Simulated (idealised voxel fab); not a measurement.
Module name: voxel released beams (process module)
The cross-section shown here is cut; it is 150 nm wide and divided into square cells measuring 5 nm on a side.
This document writes a cross-section as a grid whose cells are square, and gives it as bands, listed from the top down; one or more rows of cells form a band. It is stipulated that each band's entry specify, in nanometres, the height of the top of the band and then that of its bottom, followed by the materials of the band in left-to-right sequence, each together with its width in nanometres. A single material marked by the word "full width" is understood to fill the band from edge to edge; the word "blank" is understood to denote empty space. Measure heights from 0. That's the level where, below it, the as-received wafer is all one material. The lowest band is bottomless and extends downward; write it as in "top 0, no bottom". When a width is written as two numbers, as in "30..40", the first number is the width in the top row of cells of the band and the second is the width in its bottom row, and the width changes by the same amount from each row to the next. The designation "everything unchanged", where it is given for a processing step, indicates that no cell of the cross-section was altered in the course of that step. Look at "Voids, enclosed" for the closed voids: empty spaces with no open path to the top, sized 8 cells or up. Each is width x height at distance, distance from the left edge, all nm. It should be noted that, on the line of a given step, the content following the step's settings is a remark produced by the simulator itself with respect to that step. overlay nm: where the mask lay relative to plan, measured to the right, on steps with a mask; negatives go left.

Planned process steps
- 1: RECEIVE: material Si
- 2: CONFORMAL_DEP: material SiN, thk nm 10
- 3: DIRECTIONAL_DEP: material SiO2, thk nm 20
- 4: DIRECTIONAL_DEP: material aC, thk nm 15
- 5: PATTERN: tone open, mask id ANCHOR, material resist, width nm 25, thk nm 30, overlay nm 0
- 6: DIRECTIONAL_ETCH: etch materials aC, depth nm 15
- 7: STRIP: etch materials resist
- 8: DIRECTIONAL_ETCH: etch materials SiO2, depth nm 20
- 9: STRIP: etch materials aC
- 10: CONFORMAL_DEP: material TiN, thk nm 10
- 11: MASKED_ETCH: tone cover, mask id BEAM, width nm 85, etch materials TiN, depth nm 10, overlay nm 0
- 12: STRIP: etch materials SiO2

Received-state cross-section, reflecting completion of step 1
> top 0, no bottom: Si full width
> Voids, enclosed: none

Wafer cross-section at end of module: start and plan as shown above, one execution error
> top 35, bottom 30: blank (30), TiN (10), blank (15), TiN (60), blank (35)
> top 30, bottom 15: blank (35), TiN (5), blank (15), TiN (5), blank (90)
> top 15, bottom 10: blank (35), TiN (25), blank (90)
> top 10, bottom 0: SiN full width
> top 0, no bottom: Si full width
> Voids, enclosed: none
Where did the run depart from the plan? the process deviated at step 10: the operation and settings actually run there were CONFORMAL_DEP: material TiN, thk nm 5
